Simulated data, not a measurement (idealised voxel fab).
Title: Process Module voxel capacitor over wiring
Cross-sectional view cut (width: 235 nm; square cell size: 5 nm).
If you're reading a cross-section in this doc, picture square cells in a grid; it comes to you as bands, top ones listed first down to the bottom, and a band can be one or more rows of cells.
In this notation a band is specified by the heights of its top and bottom, in that order and in nm, after which its materials appear from left to right, each paired with its width in nm. The word "edge to edge" attached to a single material means that material fills the band from edge to edge; the word "empty" stands for empty space.
Note: height 0 marks the level under which the wafer is uniformly one material as received. Lowest band unbounded below, written "z 0 and below".
Per-row width for "30 to 40": begins at first number (top row of band), ends at second number (bottom row), increment between rows held constant.
When a step is marked "no modification", none of the cells in the cross-section changed during that step.
"Trapped void list" means: voids of 8 cells or more that are shut off from the top with no open way through. Written width x height at distance, distance from the left edge, in nm.
What comes after the settings on a step's line is commentary from the simulator itself on that step.
Among the settings permitted on a step's line is "overlay nm"; applied to a step with a mask, it specifies the extent to which the mask lay to the right of its planned position, whereas a negative figure signifies a position to the left.

Steps planned for the process
step 1: RECEIVE, material Si
step 2: CONFORMAL_DEP, material SiO2, thk nm 15
step 3: CONFORMAL_DEP, material SiCN, thk nm 5
step 4: DIRECTIONAL_DEP, material lowk, thk nm 20
step 5: DIRECTIONAL_DEP, material aC, thk nm 10
step 6: PATTERN, tone open, mask id METAL_1, material resist, width nm 25, pitch nm 85, thk nm 25, overlay nm 0
step 7: DIRECTIONAL_ETCH, etch materials aC, depth nm 10
step 8: STRIP, etch materials resist
step 9: DIRECTIONAL_ETCH, etch materials lowk, depth nm 20
step 10: DIRECTIONAL_ETCH, etch materials SiCN, depth nm 5
step 11: STRIP, etch materials aC
step 12: CONFORMAL_DEP, material TiN, thk nm 5
step 13: FILL_DEP, material Cu, thk nm 10
step 14: CMP, height nm 40
step 15: CONFORMAL_DEP, material SiCN, thk nm 5
step 16: DIRECTIONAL_DEP, material SiO2, thk nm 15
step 17: PATTERN, tone open, mask id PLUG_1, material resist, width nm 15, thk nm 20, overlay nm 0
step 18: DIRECTIONAL_ETCH, etch materials SiO2, depth nm 15
step 19: DIRECTIONAL_ETCH, etch materials SiCN, depth nm 5
step 20: STRIP, etch materials resist
step 21: CONFORMAL_DEP, material TiN, thk nm 5
step 22: FILL_DEP, material Ru, thk nm 10
step 23: CMP, height nm 60
step 24: DIRECTIONAL_DEP, material TiN, thk nm 5
step 25: DIRECTIONAL_DEP, material HfO2, thk nm 5
step 26: DIRECTIONAL_DEP, material TiN, thk nm 5
step 27: PATTERN, tone cover, mask id UPPER_PLATE, material resist, width nm 65, thk nm 20, overlay nm 0
step 28: DIRECTIONAL_ETCH, etch materials TiN, depth nm 5
step 29: DIRECTIONAL_ETCH, etch materials HfO2, depth nm 5
step 30: STRIP, etch materials resist
step 31: MASKED_ETCH, tone cover, mask id LOWER_PLATE, width nm 75, etch materials TiN, depth nm 5, overlay nm 0
step 32: FILL_DEP, material SiO2, thk nm 15
step 33: CMP, height nm 85
step 34: PATTERN, tone open, mask id PLUG_2, material resist, width nm 15, thk nm 20, overlay nm 0
step 35: DIRECTIONAL_ETCH, etch materials SiO2, depth nm 10
step 36: STRIP, etch materials resist
step 37: CONFORMAL_DEP, material TiN, thk nm 5
step 38: FILL_DEP, material W, thk nm 5
step 39: CMP, height nm 85
step 40: CONFORMAL_DEP, material SiN, thk nm 5

Received-state cross-section, reflecting completion of step 1
> z 0 and below: Si edge to edge
> Trapped void list: none

Starting wafer: above. Plan: above. Run: one mistake. Cross-section after the module: below
> z 90 to 85: SiN edge to edge
> z 85 to 80: SiO2 (80), then TiN (5), then W (5), then TiN (5), then SiO2 (140)
> z 80 to 70: SiO2 (80 to 70), then TiN (15 to 65), then SiO2 (140 to 100)
> z 70 to 65: SiO2 (70), then HfO2 (65), then SiO2 (100)
> z 65 to 60: SiO2 (60), then TiN (75), then SiO2 (100)
> z 60 to 45: SiO2 (70), then TiN (5), then Ru (5), then TiN (5), then SiO2 (150)
> z 45 to 40: SiCN (70), then TiN (15), then SiCN (150)
> z 40 to 20: lowk (60), then TiN (5), then Cu (15), then TiN (5), then lowk (60), then TiN (5), then Cu (15), then TiN (5), then lowk (65)
> z 20 to 15: SiCN (60), then TiN (25), then SiCN (60), then TiN (25), then SiCN (65)
> z 15 to 0: SiO2 edge to edge
> z 0 and below: Si edge to edge
> Trapped void list: none
Misprocessing identified: step 31 was not run as planned; what actually ran was MASKED_ETCH, tone cover, mask id LOWER_PLATE, width nm 75, etch materials TiN, depth nm 5, overlay nm -5
